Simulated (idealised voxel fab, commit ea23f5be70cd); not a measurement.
process module | voxel transistor to metal
cross-section cut | 200 nm wide | cells 5 nm
A cross-section is a grid of square cells, given in bands from the top down. A band is one or more rows of cells.
Each band's line starts with the height of the band's top and of its bottom, in nm. Then come its materials from left to right, each with its width in nm. One material with "throughout" fills the band from edge to edge. "air" is empty space.
Height 0 is the level under which the wafer as received is all one material. The lowest band goes on downwards, as in "0 down".
A width such as "30 to 40" changes by the same amount from each row of cells to the next, from the band's top row to its bottom row.
"no change" after a step means that no cell of the cross-section changed.
closed voids: empty space of 8 cells or more with no open way to the top, each as width x height at its distance from the left edge, in nm
after a step's settings: what the simulator itself notes on the step
overlay nm, on a step with a mask: how far to the right of its planned place the mask lay; to the left if negative
Each pair below shows a cross-section before one step and the cross-section after it, down to the lowest band that changed. The line under each pair gives the step between them, with its settings. The pairs can come from different runs of this module on the same starting wafer, so a pair continues from the pair above only where its "before" says so.
before
  0 down: Si throughout
  closed voids: none
after
  5 to 0: SiO2 throughout
  below 0: unchanged
  closed voids: none
the step between: op CONFORMAL_DEP | material SiO2 | thk nm 5
before: the cross-section after the pair above
after
  20 to 5: SiN throughout
  below 5: unchanged
  closed voids: none
the step between: op CONFORMAL_DEP | material SiN | thk nm 15
before: the cross-section after the pair above
after
  20 to 5: air 50 | SiN 95 | air 55
  below 5: unchanged
  closed voids: none
the step between: op MASKED_ETCH | tone cover | mask id ACTIVE | width nm 95 | etch materials SiN | depth nm 15 | overlay nm 0
before: the cross-section after the pair above
after
  20 to 5: air 50 | SiN 95 | air 55
  5 to 0: air 50 | SiO2 95 | air 55
  below 0: unchanged
  closed voids: none
the step between: op MASKED_ETCH | tone cover | mask id ACTIVE | width nm 95 | etch materials SiO2 | depth nm 5 | overlay nm 0
before: the cross-section after the pair above
after
  20 to 5: air 50 | SiN 95 | air 55
  5 to 0: air 50 | SiO2 95 | air 55
  0 to -30: air 50 | Si 95 | air 55
  below -30: unchanged
  closed voids: none
the step between: op MASKED_ETCH | tone cover | mask id ACTIVE | width nm 95 | etch materials Si | depth nm 30 | overlay nm 0
before: the cross-section after the pair above
after
  20 to 5: air 50 | SiN 95 | air 55
  5 to 0: air 50 | SiO2 95 | air 55
  0 to -30: air 50 | SiO2 5 | Si 85 | SiO2 5 | air 55
  -30 to -35: SiO2 55 | Si 85 | SiO2 60
  below -35: unchanged
  closed voids: none
the step between: op OXIDIZE | depth nm 5
before: the cross-section after the pair above
after
  30 to 20: SiO2 throughout
  20 to 5: SiO2 50 | SiN 95 | SiO2 55
  5 to 0: SiO2 throughout
  0 to -35: SiO2 55 | Si 85 | SiO2 60
  below -35: unchanged
  closed voids: none
the step between: op FILL_DEP | material SiO2 | thk nm 10
before: the cross-section after the pair above
after
  20 to 5: SiO2 50 | SiN 95 | SiO2 55
  below 5: unchanged
  closed voids: none
the step between: op CMP | height nm 20
before: the cross-section after the pair above
after
  20 to 10: air 50 | SiN 95 | air 55
  below 10: unchanged
  closed voids: none
the step between: op SELECTIVE_ETCH | etch materials SiO2 | depth nm 10
before: the cross-section after the pair above
after
  10 to 5: SiO2 50 | air 95 | SiO2 55
  below 5: unchanged
  closed voids: none
the step between: op STRIP | etch materials SiN
before: the cross-section after the pair above
after
  5 to 0: SiO2 45 | air 105 | SiO2 50
  below 0: unchanged
  closed voids: none
the step between: op SELECTIVE_ETCH | etch materials SiO2 | depth nm 5
before: the cross-section after the pair above
after
  5 to 0: SiO2 45 | air 105 | SiO2 50
  0 to -5: SiO2 throughout
  below -5: unchanged
  closed voids: none
the step between: op OXIDIZE | depth nm 5
before: the cross-section after the pair above
after
  35 to 30: polySi 45 | air 105 | polySi 50
  30 to 5: polySi throughout
  5 to 0: SiO2 45 | polySi 105 | SiO2 50
  below 0: unchanged
  closed voids: none
the step between: op DIRECTIONAL_DEP | material polySi | thk nm 30
before: the cross-section after the pair above
after
  50 to 45: SiCN 45 | air 105 | SiCN 50
  45 to 35: SiCN throughout
  35 to 30: polySi 45 | SiCN 105 | polySi 50
  below 30: unchanged
  closed voids: none
the step between: op DIRECTIONAL_DEP | material SiCN | thk nm 15
before: the cross-section after the pair above
after
  70 to 50: air 90 | resist 15 | air 95
  50 to 45: SiCN 45 | air 45 | resist 15 | air 45 | SiCN 50
  below 45: unchanged
  closed voids: none
the step between: op PATTERN | tone cover | mask id GATE | material resist | width nm 15 | thk nm 20 | overlay nm 0
before: the cross-section after the pair above
after
  70 to 45: air 90 | resist 15 | air 95
  45 to 35: air 90 | SiCN 15 | air 95
  35 to 30: polySi 45 | air 45 | SiCN 15 | air 45 | polySi 50
  below 30: unchanged
  closed voids: none
the step between: op DIRECTIONAL_ETCH | etch materials SiCN | depth nm 25
before: the cross-section after the pair above
after
  70 to 45: air 90 | resist 15 | air 95
  45 to 30: air 90 | SiCN 15 | air 95
  30 to 5: air 90 | polySi 15 | air 95
  5 to 0: SiO2 45 | air 45 | polySi 15 | air 45 | SiO2 50
  below 0: unchanged
  closed voids: none
the step between: op DIRECTIONAL_ETCH | etch materials polySi | depth nm 40
before: the cross-section after the pair above
after
  45 to 30: air 90 | SiCN 15 | air 95
  below 30: unchanged
  closed voids: none
the step between: op STRIP | etch materials resist
before: the cross-section after the pair above
after
  50 to 45: air 85 | SiO2 25 | air 90
  45 to 30: air 85 | SiO2 5 | SiCN 15 | SiO2 5 | air 90
  30 to 10: air 85 | SiO2 5 | polySi 15 | SiO2 5 | air 90
  10 to 5: SiO2 50 | air 35 | SiO2 5 | polySi 15 | SiO2 5 | air 35 | SiO2 55
  5 to 0: SiO2 90 | polySi 15 | SiO2 95
  below 0: unchanged
  closed voids: none
the step between: op CONFORMAL_DEP | material SiO2 | thk nm 5
before: the cross-section after the pair above
after
  45 to 30: air 85 | SiO2 5 | SiCN 15 | SiO2 5 | air 90
  30 to 5: air 85 | SiO2 5 | polySi 15 | SiO2 5 | air 90
  5 to 0: SiO2 50 | air 35 | SiO2 5 | polySi 15 | SiO2 5 | air 35 | SiO2 55
  below 0: unchanged
  closed voids: none
the step between: op DIRECTIONAL_ETCH | etch materials SiO2 | depth nm 5
before: the cross-section after the pair above
after
  50 to 45: air 80 | SiN 35 | air 85
  45 to 30: air 80 | SiN 5 | SiO2 5 | SiCN 15 | SiO2 5 | SiN 5 | air 85
  30 to 10: air 80 | SiN 5 | SiO2 5 | polySi 15 | SiO2 5 | SiN 5 | air 85
  10 to 5: SiN 55 | air 25 | SiN 5 | SiO2 5 | polySi 15 | SiO2 5 | SiN 5 | air 25 | SiN 60
  5 to 0: SiO2 50 | SiN 35 | SiO2 5 | polySi 15 | SiO2 5 | SiN 35 | SiO2 55
  below 0: unchanged
  closed voids: none
the step between: op CONFORMAL_DEP | material SiN | thk nm 5
before: the cross-section after the pair above
after
  45 to 30: air 80 | SiN 5 | SiO2 5 | SiCN 15 | SiO2 5 | SiN 5 | air 85
  30 to 5: air 80 | SiN 5 | SiO2 5 | polySi 15 | SiO2 5 | SiN 5 | air 85
  5 to 0: SiO2 50 | SiN 5 | air 25 | SiN 5 | SiO2 5 | polySi 15 | SiO2 5 | SiN 5 | air 25 | SiN 5 | SiO2 55
  below 0: unchanged
  closed voids: none
the step between: op DIRECTIONAL_ETCH | etch materials SiN | depth nm 5
before: the cross-section after the pair above
after
  45 to 40: air 80 | SiN 5 | air 5 | SiCN 15 | air 5 | SiN 5 | air 85
  40 to 30: air 80 | SiN 5 | SiO2 5 | SiCN 15 | SiO2 5 | SiN 5 | air 85
  30 to 5: air 80 | SiN 5 | SiO2 5 | polySi 15 | SiO2 5 | SiN 5 | air 85
  5 to 0: air 50 | SiN 5 | air 25 | SiN 5 | SiO2 5 | polySi 15 | SiO2 5 | SiN 5 | air 25 | SiN 5 | air 55
  0 to -5: SiO2 55 | air 25 | SiO2 35 | air 25 | SiO2 60
  below -5: unchanged
  closed voids: none
the step between: op DIRECTIONAL_ETCH | etch materials SiO2 | depth nm 5
before: the cross-section after the pair above
after
  45 to 40: air 80 | SiN 5 | air 5 | SiCN 15 | air 5 | SiN 5 | air 85
  40 to 30: air 80 | SiN 5 | SiO2 5 | SiCN 15 | SiO2 5 | SiN 5 | air 85
  30 to 5: air 80 | SiN 5 | SiO2 5 | polySi 15 | SiO2 5 | SiN 5 | air 85
  5 to 0: air 50 | SiN 5 | air 25 | SiN 5 | SiO2 5 | polySi 15 | SiO2 5 | SiN 5 | air 25 | SiN 5 | air 55
  0 to -5: SiO2 55 | air 25 | SiO2 35 | air 25 | SiO2 60
  -5 to -20: SiO2 55 | air 25 | Si 35 | air 25 | SiO2 60
  below -20: unchanged
  closed voids: none
the step between: op DIRECTIONAL_ETCH | etch materials Si | depth nm 15
before: the cross-section after the pair above
after
  45 to 40: air 80 | SiN 5 | air 5 | SiCN 15 | air 5 | SiN 5 | air 85
  40 to 30: air 80 | SiN 5 | SiO2 5 | SiCN 15 | SiO2 5 | SiN 5 | air 85
  30 to 15: air 80 | SiN 5 | SiO2 5 | polySi 15 | SiO2 5 | SiN 5 | air 85
  15 to 5: air 60 | pSi 20 | SiN 5 | SiO2 5 | polySi 15 | SiO2 5 | SiN 5 | pSi 20 | air 65
  5 to 0: air 50 | SiN 5 | air 5 | pSi 20 | SiN 5 | SiO2 5 | polySi 15 | SiO2 5 | SiN 5 | pSi 20 | air 5 | SiN 5 | air 55
  0 to -5: SiO2 55 | pSi 25 | SiO2 35 | pSi 25 | SiO2 60
  -5 to -20: SiO2 55 | pSi 25 | Si 35 | pSi 25 | SiO2 60
  below -20: unchanged
  closed voids: none
the step between: op EPI | material pSi | thk nm 20
before: the cross-section after the pair above
after
  50 to 45: SiO2 throughout
  45 to 30: SiO2 80 | SiN 5 | SiO2 5 | SiCN 15 | SiO2 5 | SiN 5 | SiO2 85
  30 to 15: SiO2 80 | SiN 5 | SiO2 5 | polySi 15 | SiO2 5 | SiN 5 | SiO2 85
  15 to 5: SiO2 60 | pSi 20 | SiN 5 | SiO2 5 | polySi 15 | SiO2 5 | SiN 5 | pSi 20 | SiO2 65
  5 to 0: SiO2 50 | SiN 5 | SiO2 5 | pSi 20 | SiN 5 | SiO2 5 | polySi 15 | SiO2 5 | SiN 5 | pSi 20 | SiO2 5 | SiN 5 | SiO2 55
  below 0: unchanged
  closed voids: none
the step between: op FILL_DEP | material SiO2 | thk nm 5
before: the cross-section after the pair above
after
  45 to 30: SiO2 80 | SiN 5 | SiO2 5 | SiCN 15 | SiO2 5 | SiN 5 | SiO2 85
  below 30: unchanged
  closed voids: none
the step between: op CMP | height nm 45
before: the cross-section after the pair above
after
  55 to 45: SiO2 throughout
  below 45: unchanged
  closed voids: none
the step between: op DIRECTIONAL_DEP | material SiO2 | thk nm 10
before: the cross-section after the pair above
after
  75 to 55: resist 55 | air 20 | resist 45 | air 20 | resist 60
  below 55: unchanged
  closed voids: none
the step between: op PATTERN | tone open | mask id CONTACT | material resist | width nm 20 | pitch nm 65 | thk nm 20 | overlay nm 0
before: the cross-section after the pair above
after
  75 to 55: resist 55 | air 20 | resist 45 | air 20 | resist 60
  55 to 45: SiO2 55 | air 20 | SiO2 45 | air 20 | SiO2 60
  45 to 30: SiO2 55 | air 20 | SiO2 5 | SiN 5 | SiO2 5 | SiCN 15 | SiO2 5 | SiN 5 | SiO2 5 | air 20 | SiO2 60
  30 to 15: SiO2 55 | air 20 | SiO2 5 | SiN 5 | SiO2 5 | polySi 15 | SiO2 5 | SiN 5 | SiO2 5 | air 20 | SiO2 60
  15 to 5: SiO2 55 | air 5 | pSi 20 | SiN 5 | SiO2 5 | polySi 15 | SiO2 5 | SiN 5 | pSi 20 | air 5 | SiO2 60
  5 to 0: SiO2 50 | SiN 5 | air 5 | pSi 20 | SiN 5 | SiO2 5 | polySi 15 | SiO2 5 | SiN 5 | pSi 20 | air 5 | SiN 5 | SiO2 55
  below 0: unchanged
  closed voids: none
the step between: op DIRECTIONAL_ETCH | etch materials SiO2 | depth nm 55
before: the cross-section after the pair above
after
  55 to 45: SiO2 55 | air 20 | SiO2 45 | air 20 | SiO2 60
  below 45: unchanged
  closed voids: none
the step between: op STRIP | etch materials resist
before: the cross-section after the pair above
after
  60 to 55: TiN 60 | air 10 | TiN 55 | air 10 | TiN 65
  55 to 45: SiO2 55 | TiN 5 | air 10 | TiN 5 | SiO2 45 | TiN 5 | air 10 | TiN 5 | SiO2 60
  45 to 30: SiO2 55 | TiN 5 | air 10 | TiN 5 | SiO2 5 | SiN 5 | SiO2 5 | SiCN 15 | SiO2 5 | SiN 5 | SiO2 5 | TiN 5 | air 10 | TiN 5 | SiO2 60
  30 to 20: SiO2 55 | TiN 5 | air 10 | TiN 5 | SiO2 5 | SiN 5 | SiO2 5 | polySi 15 | SiO2 5 | SiN 5 | SiO2 5 | TiN 5 | air 10 | TiN 5 | SiO2 60
  20 to 15: SiO2 55 | TiN 20 | SiO2 5 | SiN 5 | SiO2 5 | polySi 15 | SiO2 5 | SiN 5 | SiO2 5 | TiN 20 | SiO2 60
  15 to 5: SiO2 55 | TiN 5 | pSi 20 | SiN 5 | SiO2 5 | polySi 15 | SiO2 5 | SiN 5 | pSi 20 | TiN 5 | SiO2 60
  5 to 0: SiO2 50 | SiN 5 | TiN 5 | pSi 20 | SiN 5 | SiO2 5 | polySi 15 | SiO2 5 | SiN 5 | pSi 20 | TiN 5 | SiN 5 | SiO2 55
  below 0: unchanged
  closed voids: none
the step between: op CONFORMAL_DEP | material TiN | thk nm 5
before: the cross-section after the pair above
after
  65 to 60: Ru throughout
  60 to 55: TiN 60 | Ru 10 | TiN 55 | Ru 10 | TiN 65
  55 to 45: SiO2 55 | TiN 5 | Ru 10 | TiN 5 | SiO2 45 | TiN 5 | Ru 10 | TiN 5 | SiO2 60
  45 to 30: SiO2 55 | TiN 5 | Ru 10 | TiN 5 | SiO2 5 | SiN 5 | SiO2 5 | SiCN 15 | SiO2 5 | SiN 5 | SiO2 5 | TiN 5 | Ru 10 | TiN 5 | SiO2 60
  30 to 20: SiO2 55 | TiN 5 | Ru 10 | TiN 5 | SiO2 5 | SiN 5 | SiO2 5 | polySi 15 | SiO2 5 | SiN 5 | SiO2 5 | TiN 5 | Ru 10 | TiN 5 | SiO2 60
  below 20: unchanged
  closed voids: none
the step between: op FILL_DEP | material Ru | thk nm 5
before: the cross-section after the pair above
after
  55 to 45: SiO2 55 | TiN 5 | Ru 10 | TiN 5 | SiO2 45 | TiN 5 | Ru 10 | TiN 5 | SiO2 60
  below 45: unchanged
  closed voids: none
the step between: op CMP | height nm 55
before: the cross-section after the pair above
after
  60 to 55: TiN throughout
  below 55: unchanged
  closed voids: none
the step between: op DIRECTIONAL_DEP | material TiN | thk nm 5
before: the cross-section after the pair above
after
  85 to 60: W throughout
  below 60: unchanged
  closed voids: none
the step between: op DIRECTIONAL_DEP | material W | thk nm 25
before: the cross-section after the pair above
after
  85 to 60: air 55 | W 20 | air 45 | W 20 | air 60
  below 60: unchanged
  closed voids: none
the step between: op MASKED_ETCH | tone cover | mask id METAL_1 | width nm 20 | pitch nm 65 | etch materials W | depth nm 25 | overlay nm 0
before: the cross-section after the pair above
after
  85 to 60: air 55 | W 20 | air 45 | W 20 | air 60
  60 to 55: air 55 | TiN 20 | air 45 | TiN 20 | air 60
  below 55: unchanged
  closed voids: none
the step between: op MASKED_ETCH | tone cover | mask id METAL_1 | width nm 20 | pitch nm 65 | etch materials TiN | depth nm 5 | overlay nm 0
before: the cross-section after the pair above
after
  90 to 85: air 50 | SiCN 30 | air 35 | SiCN 30 | air 55
  85 to 60: air 50 | SiCN 5 | W 20 | SiCN 5 | air 35 | SiCN 5 | W 20 | SiCN 5 | air 55
  60 to 55: SiCN 55 | TiN 20 | SiCN 45 | TiN 20 | SiCN 60
  below 55: unchanged
  closed voids: none
the step between: op CONFORMAL_DEP | material SiCN | thk nm 5
before: the cross-section after the pair above
after
  95 to 90: lowk throughout
  90 to 85: lowk 50 | SiCN 30 | lowk 35 | SiCN 30 | lowk 55
  85 to 60: lowk 50 | SiCN 5 | W 20 | SiCN 5 | lowk 35 | SiCN 5 | W 20 | SiCN 5 | lowk 55
  below 60: unchanged
  closed voids: none
the step between: op FILL_DEP | material lowk | thk nm 5
before: the cross-section after the pair above
after
  85 to 60: lowk 50 | SiCN 5 | W 20 | SiCN 5 | lowk 35 | SiCN 5 | W 20 | SiCN 5 | lowk 55
  below 60: unchanged
  closed voids: none
the step between: op CMP | height nm 85
before: the cross-section after the pair above
after
  90 to 85: SiCN throughout
  below 85: unchanged
  closed voids: none
the step between: op CONFORMAL_DEP | material SiCN | thk nm 5
before: the cross-section after the pair above
after
  125 to 90: SiO2 throughout
  below 90: unchanged
  closed voids: none
the step between: op DIRECTIONAL_DEP | material SiO2 | thk nm 35
before: the cross-section after the pair above
after
  125 to 105: SiO2 55 | air 20 | SiO2 45 | air 20 | SiO2 60
  below 105: unchanged
  closed voids: none
the step between: op MASKED_ETCH | tone open | mask id METAL_2 | width nm 20 | pitch nm 65 | etch materials SiO2 | depth nm 20 | overlay nm 0
before: the cross-section after the pair above
after
  125 to 105: SiO2 55 | air 20 | SiO2 45 | air 20 | SiO2 60
  105 to 90: SiO2 55 | air 15 | SiO2 50 | air 15 | SiO2 65
  below 90: unchanged
  closed voids: none
the step between: op MASKED_ETCH | tone open | mask id METAL_2_HOLES | width nm 15 | pitch nm 65 | etch materials SiO2 | depth nm 15 | overlay nm 0
before: the cross-section after the pair above
after
  125 to 105: SiO2 55 | air 20 | SiO2 45 | air 20 | SiO2 60
  105 to 90: SiO2 55 | air 15 | SiO2 50 | air 15 | SiO2 65
  90 to 85: SiCN 55 | air 15 | SiCN 50 | air 15 | SiCN 65
  below 85: unchanged
  closed voids: none
the step between: op MASKED_ETCH | tone open | mask id METAL_2_HOLES | width nm 15 | pitch nm 65 | etch materials SiCN | depth nm 5 | overlay nm 0
before: the cross-section after the pair above
after
  130 to 125: TiN 60 | air 10 | TiN 55 | air 10 | TiN 65
  125 to 110: SiO2 55 | TiN 5 | air 10 | TiN 5 | SiO2 45 | TiN 5 | air 10 | TiN 5 | SiO2 60
  110 to 105: SiO2 55 | TiN 5 | air 5 | TiN 10 | SiO2 45 | TiN 5 | air 5 | TiN 10 | SiO2 60
  105 to 90: SiO2 55 | TiN 5 | air 5 | TiN 5 | SiO2 50 | TiN 5 | air 5 | TiN 5 | SiO2 65
  90 to 85: SiCN 55 | TiN 15 | SiCN 50 | TiN 15 | SiCN 65
  below 85: unchanged
  closed voids: none
the step between: op CONFORMAL_DEP | material TiN | thk nm 5
before: the cross-section after the pair above
after
  135 to 130: Cu throughout
  130 to 125: TiN 60 | Cu 10 | TiN 55 | Cu 10 | TiN 65
  125 to 110: SiO2 55 | TiN 5 | Cu 10 | TiN 5 | SiO2 45 | TiN 5 | Cu 10 | TiN 5 | SiO2 60
  110 to 105: SiO2 55 | TiN 5 | Cu 5 | TiN 10 | SiO2 45 | TiN 5 | Cu 5 | TiN 10 | SiO2 60
  105 to 90: SiO2 55 | TiN 5 | Cu 5 | TiN 5 | SiO2 50 | TiN 5 | Cu 5 | TiN 5 | SiO2 65
  below 90: unchanged
  closed voids: none
the step between: op FILL_DEP | material Cu | thk nm 5
before: the cross-section after the pair above
after
  125 to 110: SiO2 55 | TiN 5 | Cu 10 | TiN 5 | SiO2 45 | TiN 5 | Cu 10 | TiN 5 | SiO2 60
  below 110: unchanged
  closed voids: none
the step between: op CMP | height nm 125
before: the cross-section after the pair above
after
  130 to 125: SiN throughout
  below 125: unchanged
  closed voids: none
the step between: op CONFORMAL_DEP | material SiN | thk nm 5
before
  45 to 30: air 85 | SiO2 5 | SiCN 15 | SiO2 5 | air 90
  30 to 5: air 85 | SiO2 5 | polySi 15 | SiO2 5 | air 90
  5 to 0: SiO2 50 | air 35 | SiO2 5 | polySi 15 | SiO2 5 | air 35 | SiO2 55
  0 to -5: SiO2 throughout
  -5 to -35: SiO2 55 | Si 85 | SiO2 60
  -35 down: Si throughout
  closed voids: none
after
  45 to 40: air 90 | SiCN 15 | air 95
  40 to 30: air 85 | SiO2 5 | SiCN 15 | SiO2 5 | air 90
  30 to 0: air 85 | SiO2 5 | polySi 15 | SiO2 5 | air 90
  0 to -5: SiO2 50 | air 35 | SiO2 25 | air 35 | SiO2 55
  below -5: unchanged
  closed voids: none
the step between: op DIRECTIONAL_ETCH | etch materials SiO2 | depth nm 5
before: the cross-section after the pair above
after
  45 to 40: air 90 | SiCN 15 | air 95
  40 to 30: air 85 | SiO2 5 | SiCN 15 | SiO2 5 | air 90
  30 to 0: air 85 | SiO2 5 | polySi 15 | SiO2 5 | air 90
  0 to -5: SiO2 50 | air 35 | SiO2 25 | air 35 | SiO2 55
  -5 to -20: SiO2 55 | air 30 | Si 25 | air 30 | SiO2 60
  below -20: unchanged
  closed voids: none
the step between: op DIRECTIONAL_ETCH | etch materials Si | depth nm 15
before: the cross-section after the pair above
after
  45 to 40: air 90 | SiCN 15 | air 95
  40 to 30: air 85 | SiO2 5 | SiCN 15 | SiO2 5 | air 90
  30 to 15: air 85 | SiO2 5 | polySi 15 | SiO2 5 | air 90
  15 to 0: air 65 | pSi 20 | SiO2 5 | polySi 15 | SiO2 5 | pSi 20 | air 70
  0 to -5: SiO2 50 | pSi 35 | SiO2 25 | pSi 35 | SiO2 55
  -5 to -20: SiO2 55 | pSi 30 | Si 25 | pSi 30 | SiO2 60
  below -20: unchanged
  closed voids: none
the step between: op EPI | material pSi | thk nm 20
before: the cross-section after the pair above
after
  50 to 45: SiO2 throughout
  45 to 30: SiO2 90 | SiCN 15 | SiO2 95
  30 to 15: SiO2 90 | polySi 15 | SiO2 95
  15 to 0: SiO2 65 | pSi 20 | SiO2 5 | polySi 15 | SiO2 5 | pSi 20 | SiO2 70
  below 0: unchanged
  closed voids: none
the step between: op FILL_DEP | material SiO2 | thk nm 5
before: the cross-section after the pair above
after
  45 to 30: SiO2 90 | SiCN 15 | SiO2 95
  below 30: unchanged
  closed voids: none
the step between: op CMP | height nm 45
before: the cross-section after the pair above
after
  55 to 45: SiO2 throughout
  below 45: unchanged
  closed voids: none
the step between: op DIRECTIONAL_DEP | material SiO2 | thk nm 10
before: the cross-section after the pair above
after
  75 to 55: resist 55 | air 20 | resist 45 | air 20 | resist 60
  below 55: unchanged
  closed voids: none
the step between: op PATTERN | tone open | mask id CONTACT | material resist | width nm 20 | pitch nm 65 | thk nm 20 | overlay nm 0
before: the cross-section after the pair above
after
  75 to 55: resist 55 | air 20 | resist 45 | air 20 | resist 60
  55 to 45: SiO2 55 | air 20 | SiO2 45 | air 20 | SiO2 60
  45 to 30: SiO2 55 | air 20 | SiO2 15 | SiCN 15 | SiO2 15 | air 20 | SiO2 60
  30 to 15: SiO2 55 | air 20 | SiO2 15 | polySi 15 | SiO2 15 | air 20 | SiO2 60
  15 to 0: SiO2 55 | air 10 | pSi 20 | SiO2 5 | polySi 15 | SiO2 5 | pSi 20 | air 10 | SiO2 60
  below 0: unchanged
  closed voids: none
the step between: op DIRECTIONAL_ETCH | etch materials SiO2 | depth nm 55
before: the cross-section after the pair above
after
  55 to 45: SiO2 55 | air 20 | SiO2 45 | air 20 | SiO2 60
  below 45: unchanged
  closed voids: none
the step between: op STRIP | etch materials resist
before: the cross-section after the pair above
after
  60 to 55: TiN 60 | air 10 | TiN 55 | air 10 | TiN 65
  55 to 45: SiO2 55 | TiN 5 | air 10 | TiN 5 | SiO2 45 | TiN 5 | air 10 | TiN 5 | SiO2 60
  45 to 30: SiO2 55 | TiN 5 | air 10 | TiN 5 | SiO2 15 | SiCN 15 | SiO2 15 | TiN 5 | air 10 | TiN 5 | SiO2 60
  30 to 20: SiO2 55 | TiN 5 | air 10 | TiN 5 | SiO2 15 | polySi 15 | SiO2 15 | TiN 5 | air 10 | TiN 5 | SiO2 60
  20 to 15: SiO2 55 | TiN 20 | SiO2 15 | polySi 15 | SiO2 15 | TiN 20 | SiO2 60
  15 to 0: SiO2 55 | TiN 10 | pSi 20 | SiO2 5 | polySi 15 | SiO2 5 | pSi 20 | TiN 10 | SiO2 60
  below 0: unchanged
  closed voids: none
the step between: op CONFORMAL_DEP | material TiN | thk nm 5
before: the cross-section after the pair above
after
  65 to 60: Ru throughout
  60 to 55: TiN 60 | Ru 10 | TiN 55 | Ru 10 | TiN 65
  55 to 45: SiO2 55 | TiN 5 | Ru 10 | TiN 5 | SiO2 45 | TiN 5 | Ru 10 | TiN 5 | SiO2 60
  45 to 30: SiO2 55 | TiN 5 | Ru 10 | TiN 5 | SiO2 15 | SiCN 15 | SiO2 15 | TiN 5 | Ru 10 | TiN 5 | SiO2 60
  30 to 20: SiO2 55 | TiN 5 | Ru 10 | TiN 5 | SiO2 15 | polySi 15 | SiO2 15 | TiN 5 | Ru 10 | TiN 5 | SiO2 60
  below 20: unchanged
  closed voids: none
the step between: op FILL_DEP | material Ru | thk nm 5
before: the cross-section after the pair above
after
  55 to 45: SiO2 55 | TiN 5 | Ru 10 | TiN 5 | SiO2 45 | TiN 5 | Ru 10 | TiN 5 | SiO2 60
  below 45: unchanged
  closed voids: none
the step between: op CMP | height nm 55
before: the cross-section after the pair above
after
  60 to 55: TiN throughout
  below 55: unchanged
  closed voids: none
the step between: op DIRECTIONAL_DEP | material TiN | thk nm 5
before: the cross-section after the pair above
after
  85 to 60: W throughout
  below 60: unchanged
  closed voids: none
the step between: op DIRECTIONAL_DEP | material W | thk nm 25
before: the cross-section after the pair above
after
  85 to 60: air 55 | W 20 | air 45 | W 20 | air 60
  below 60: unchanged
  closed voids: none
the step between: op MASKED_ETCH | tone cover | mask id METAL_1 | width nm 20 | pitch nm 65 | etch materials W | depth nm 25 | overlay nm 0
before: the cross-section after the pair above
after
  85 to 60: air 55 | W 20 | air 45 | W 20 | air 60
  60 to 55: air 55 | TiN 20 | air 45 | TiN 20 | air 60
  below 55: unchanged
  closed voids: none
the step between: op MASKED_ETCH | tone cover | mask id METAL_1 | width nm 20 | pitch nm 65 | etch materials TiN | depth nm 5 | overlay nm 0
before: the cross-section after the pair above
after
  90 to 85: air 50 | SiCN 30 | air 35 | SiCN 30 | air 55
  85 to 60: air 50 | SiCN 5 | W 20 | SiCN 5 | air 35 | SiCN 5 | W 20 | SiCN 5 | air 55
  60 to 55: SiCN 55 | TiN 20 | SiCN 45 | TiN 20 | SiCN 60
  below 55: unchanged
  closed voids: none
the step between: op CONFORMAL_DEP | material SiCN | thk nm 5
before: the cross-section after the pair above
after
  95 to 90: lowk throughout
  90 to 85: lowk 50 | SiCN 30 | lowk 35 | SiCN 30 | lowk 55
  85 to 60: lowk 50 | SiCN 5 | W 20 | SiCN 5 | lowk 35 | SiCN 5 | W 20 | SiCN 5 | lowk 55
  below 60: unchanged
  closed voids: none
the step between: op FILL_DEP | material lowk | thk nm 5
before: the cross-section after the pair above
after
  85 to 60: lowk 50 | SiCN 5 | W 20 | SiCN 5 | lowk 35 | SiCN 5 | W 20 | SiCN 5 | lowk 55
  below 60: unchanged
  closed voids: none
the step between: op CMP | height nm 85
before: the cross-section after the pair above
after
  90 to 85: SiCN throughout
  below 85: unchanged
  closed voids: none
the step between: op CONFORMAL_DEP | material SiCN | thk nm 5
before: the cross-section after the pair above
after
  125 to 90: SiO2 throughout
  below 90: unchanged
  closed voids: none
the step between: op DIRECTIONAL_DEP | material SiO2 | thk nm 35
before: the cross-section after the pair above
after
  125 to 105: SiO2 55 | air 20 | SiO2 45 | air 20 | SiO2 60
  below 105: unchanged
  closed voids: none
the step between: op MASKED_ETCH | tone open | mask id METAL_2 | width nm 20 | pitch nm 65 | etch materials SiO2 | depth nm 20 | overlay nm 0
before: the cross-section after the pair above
after
  125 to 105: SiO2 55 | air 20 | SiO2 45 | air 20 | SiO2 60
  105 to 90: SiO2 55 | air 15 | SiO2 50 | air 15 | SiO2 65
  below 90: unchanged
  closed voids: none
the step between: op MASKED_ETCH | tone open | mask id METAL_2_HOLES | width nm 15 | pitch nm 65 | etch materials SiO2 | depth nm 15 | overlay nm 0
before: the cross-section after the pair above
after
  125 to 105: SiO2 55 | air 20 | SiO2 45 | air 20 | SiO2 60
  105 to 90: SiO2 55 | air 15 | SiO2 50 | air 15 | SiO2 65
  90 to 85: SiCN 55 | air 15 | SiCN 50 | air 15 | SiCN 65
  below 85: unchanged
  closed voids: none
the step between: op MASKED_ETCH | tone open | mask id METAL_2_HOLES | width nm 15 | pitch nm 65 | etch materials SiCN | depth nm 5 | overlay nm 0
before: the cross-section after the pair above
after
  130 to 125: TiN 60 | air 10 | TiN 55 | air 10 | TiN 65
  125 to 110: SiO2 55 | TiN 5 | air 10 | TiN 5 | SiO2 45 | TiN 5 | air 10 | TiN 5 | SiO2 60
  110 to 105: SiO2 55 | TiN 5 | air 5 | TiN 10 | SiO2 45 | TiN 5 | air 5 | TiN 10 | SiO2 60
  105 to 90: SiO2 55 | TiN 5 | air 5 | TiN 5 | SiO2 50 | TiN 5 | air 5 | TiN 5 | SiO2 65
  90 to 85: SiCN 55 | TiN 15 | SiCN 50 | TiN 15 | SiCN 65
  below 85: unchanged
  closed voids: none
the step between: op CONFORMAL_DEP | material TiN | thk nm 5
before: the cross-section after the pair above
after
  135 to 130: Cu throughout
  130 to 125: TiN 60 | Cu 10 | TiN 55 | Cu 10 | TiN 65
  125 to 110: SiO2 55 | TiN 5 | Cu 10 | TiN 5 | SiO2 45 | TiN 5 | Cu 10 | TiN 5 | SiO2 60
  110 to 105: SiO2 55 | TiN 5 | Cu 5 | TiN 10 | SiO2 45 | TiN 5 | Cu 5 | TiN 10 | SiO2 60
  105 to 90: SiO2 55 | TiN 5 | Cu 5 | TiN 5 | SiO2 50 | TiN 5 | Cu 5 | TiN 5 | SiO2 65
  below 90: unchanged
  closed voids: none
the step between: op FILL_DEP | material Cu | thk nm 5
before: the cross-section after the pair above
after
  125 to 110: SiO2 55 | TiN 5 | Cu 10 | TiN 5 | SiO2 45 | TiN 5 | Cu 10 | TiN 5 | SiO2 60
  below 110: unchanged
  closed voids: none
the step between: op CMP | height nm 125
before: the cross-section after the pair above
after
  130 to 125: SiN throughout
  below 125: unchanged
  closed voids: none
the step between: op CONFORMAL_DEP | material SiN | thk nm 5
